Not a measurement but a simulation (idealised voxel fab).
You're looking at the process module voxel self aligned contacts.
230 nm wide, 5 nm square cells: that's cross-section cut.
Just so we're on the same page, the cross-sections are grids of square cells, and they're listed out in bands top to bottom, each band one or more rows deep. A band entry consists of two parts. The first gives the height of the band's top and the height of its bottom, in nm. The rest lists the band's materials from left to right, each with its width in nm. A single material labelled with the word "throughout" fills the band from edge to edge, and the word "air" marks empty space. The reference from which all heights are counted is 0, the level beneath which the as-received wafer is entirely one material; the lowest band, having no lower bound, proceeds downward and is written after the example "from 0 down". A two-number width, for instance "30 to 40", indicates that the width is equal to the first number in the top row of the band and to the second number in the bottom row, and that it changes by a constant amount per row of cells. Where the words "no alterations made" appear for a step, the cross-section shows no cell changed by that step; every cell remained as before. "Fully enclosed voids" specifies each empty space that is not open to the top and that occupies no fewer than 8 cells, using the form width x height at distance, the distance measured from the left edge and all three quantities in nm. What comes after the settings on a step's line is commentary from the simulator itself on that step. overlay nm: for a step with a mask, the amount by which the mask lay right of where it was planned; a negative amount means left of it.

Intended process steps:
1 RECEIVE [material Si]
2 OXIDIZE [depth nm 5]
3 DIRECTIONAL_DEP [material polySi] [thk nm 25]
4 DIRECTIONAL_DEP [material SiN] [thk nm 20]
5 PATTERN [tone cover] [mask id GATE] [material resist] [width nm 35] [pitch nm 70] [thk nm 15] [overlay nm 0]
6 DIRECTIONAL_ETCH [etch materials SiN] [depth nm 20]
7 DIRECTIONAL_ETCH [etch materials polySi] [depth nm 25]
8 STRIP [etch materials resist]
9 CONFORMAL_DEP [material SiN] [thk nm 5]
10 DIRECTIONAL_ETCH [etch materials SiN] [depth nm 5]
11 FILL_DEP [material SiO2] [thk nm 15]
12 CMP [height nm 40]
13 MASKED_ETCH [tone open] [mask id CONTACT] [width nm 55] [etch materials SiO2] [depth nm 55] [overlay nm 0]
14 CONFORMAL_DEP [material TiN] [thk nm 5]
15 FILL_DEP [material Ru] [thk nm 10]
16 CMP [height nm 50]
17 CONFORMAL_DEP [material SiCN] [thk nm 5]
For this document, wafers share an identical start and vary in the step 12 height nm; the plan quotes the first wafer's value.

Cross-section of the first of several received wafers, showing its state after step 1:
> from 0 down = Si throughout
> Fully enclosed voids: none

What follows is a table in which each wafer occupies a row; for the wafer as it stands at the close of the module, the row states, material by material, how many cells have been gained (+) or lost (-) since receipt, and then gives its closed voids:
height nm 40, +73 Ru, -46 Si, +46 SiCN, +74 SiN, +225 SiO2, +64 TiN, +70 polySi, Fully enclosed voids: none
height nm 45, +30 Ru, -46 Si, +46 SiCN, +92 SiN, +248 SiO2, +66 TiN, +70 polySi, Fully enclosed voids: none
height nm 50, +30 Ru, -46 Si, +46 SiCN, +92 SiN, +283 SiO2, +31 TiN, +70 polySi, Fully enclosed voids: none
height nm 55, +27 Ru, -46 Si, +46 SiCN, +92 SiN, +288 SiO2, +29 TiN, +70 polySi, Fully enclosed voids: none
height nm 60, +24 Ru, -46 Si, +46 SiCN, +92 SiN, +293 SiO2, +27 TiN, +70 polySi, Fully enclosed voids: none
